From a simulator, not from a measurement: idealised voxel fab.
Process module under the name voxel self aligned vias
Each square cell in cross-section cut measures 5 nm, and the section as a whole is 145 nm wide.
A cross-section in this document is a grid of square cells, and it is written down as bands, the top band listed before the ones below it; a band is made up of one or more rows of cells.
Per band: top height and bottom height in nm, followed by the left-to-right materials and their widths in nm; "edge to edge" marks a single material spanning edge to edge, "air" marks empty space.
All heights in this document are referenced to 0, defined as the level beneath which the wafer, as received, consists entirely of one material. The lowest band is not bounded below; it extends indefinitely downward and is written in the form "top 0, no bottom".
A width such as "30->40" changes by the same amount from each row of cells to the next, from the band's top row to its bottom row.
What does "same as before" mean for a step? It means no cell of the cross-section changed in that step.
Any empty space of 8 cells or more lacking an open way to the top shows up in "Enclosed empty spaces" as width x height at distance, distance from the left edge, in nm.
On a step's line, text after the settings is the simulator commenting on that step.
"overlay nm" answers the question of how far to the right of plan the mask lay on a step that has a mask, and when it is negative the answer is to the left.

Set out below are the planned steps of the process
step 1: RECEIVE: material Si
step 2: CONFORMAL_DEP: material SiO2, thk nm 10
step 3: CONFORMAL_DEP: material SiCN, thk nm 5
step 4: DIRECTIONAL_DEP: material SiO2, thk nm 30
step 5: MASKED_ETCH: tone open, mask id LINES, width nm 30, pitch nm 55, etch materials SiO2, depth nm 30, overlay nm 0
step 6: CONFORMAL_DEP: material TiN, thk nm 5
step 7: FILL_DEP: material W, thk nm 5
step 8: CMP: height nm 45
step 9: SELECTIVE_ETCH: etch materials W Ru TiN, depth nm 5
step 10: FILL_DEP: material SiN, thk nm 5
step 11: CMP: height nm 45
step 12: DIRECTIONAL_DEP: material SiO2, thk nm 15
step 13: MASKED_ETCH: tone open, mask id VIAS, width nm 40, etch materials SiO2, depth nm 15, overlay nm 0
step 14: MASKED_ETCH: tone open, mask id VIAS, width nm 40, etch materials SiN, depth nm 5, overlay nm 0
step 15: CONFORMAL_DEP: material TiN, thk nm 5
step 16: FILL_DEP: material Ru, thk nm 5
step 17: CMP: height nm 60
step 18: CONFORMAL_DEP: material SiN, thk nm 5

This is the cross-section of the wafer as we received it, i.e. after step 1
	top 0, no bottom  Si edge to edge
	Enclosed empty spaces: none

First wafer of two, sectioned at end of module; run went per plan
	top 65, bottom 60  SiN edge to edge
	top 60, bottom 50  SiO2: 25, TiN: 5, Ru: 30, TiN: 5, SiO2: 80
	top 50, bottom 45  SiO2: 25, TiN: 10, Ru: 20, TiN: 10, SiO2: 80
	top 45, bottom 40  SiO2: 30, TiN: 30, SiO2: 25, SiN: 30, SiO2: 30
	top 40, bottom 20  SiO2: 30, TiN: 5, W: 20, TiN: 5, SiO2: 25, TiN: 5, W: 20, TiN: 5, SiO2: 30
	top 20, bottom 15  SiO2: 30, TiN: 30, SiO2: 25, TiN: 30, SiO2: 30
	top 15, bottom 10  SiCN edge to edge
	top 10, bottom 0  SiO2 edge to edge
	top 0, no bottom  Si edge to edge
	Enclosed empty spaces: none

Cross-section, second wafer: same start as the first, same plan as the first, one mistake in running it; taken at the end of the module
	top 65, bottom 60  SiN edge to edge
	top 60, bottom 50  SiO2: 20, TiN: 5, Ru: 40, TiN: 5, SiO2: 75
	top 50, bottom 45  SiO2: 20, TiN: 15, Ru: 20, TiN: 15, SiO2: 75
	top 45, bottom 40  SiO2: 30, TiN: 30, SiO2: 25, SiN: 30, SiO2: 30
	top 40, bottom 20  SiO2: 30, TiN: 5, W: 20, TiN: 5, SiO2: 25, TiN: 5, W: 20, TiN: 5, SiO2: 30
	top 20, bottom 15  SiO2: 30, TiN: 30, SiO2: 25, TiN: 30, SiO2: 30
	top 15, bottom 10  SiCN edge to edge
	top 10, bottom 0  SiO2 edge to edge
	top 0, no bottom  Si edge to edge
	Enclosed empty spaces: none
Nonconformance to the process plan: planned and actual differ for step 13; actual: MASKED_ETCH: tone open, mask id VIAS, width nm 50, etch materials SiO2, depth nm 15, overlay nm 0
Final difference in cells, second wafer against first, listed per material as more or fewer: Ru: 4 more, SiO2: 6 fewer, TiN: 2 more
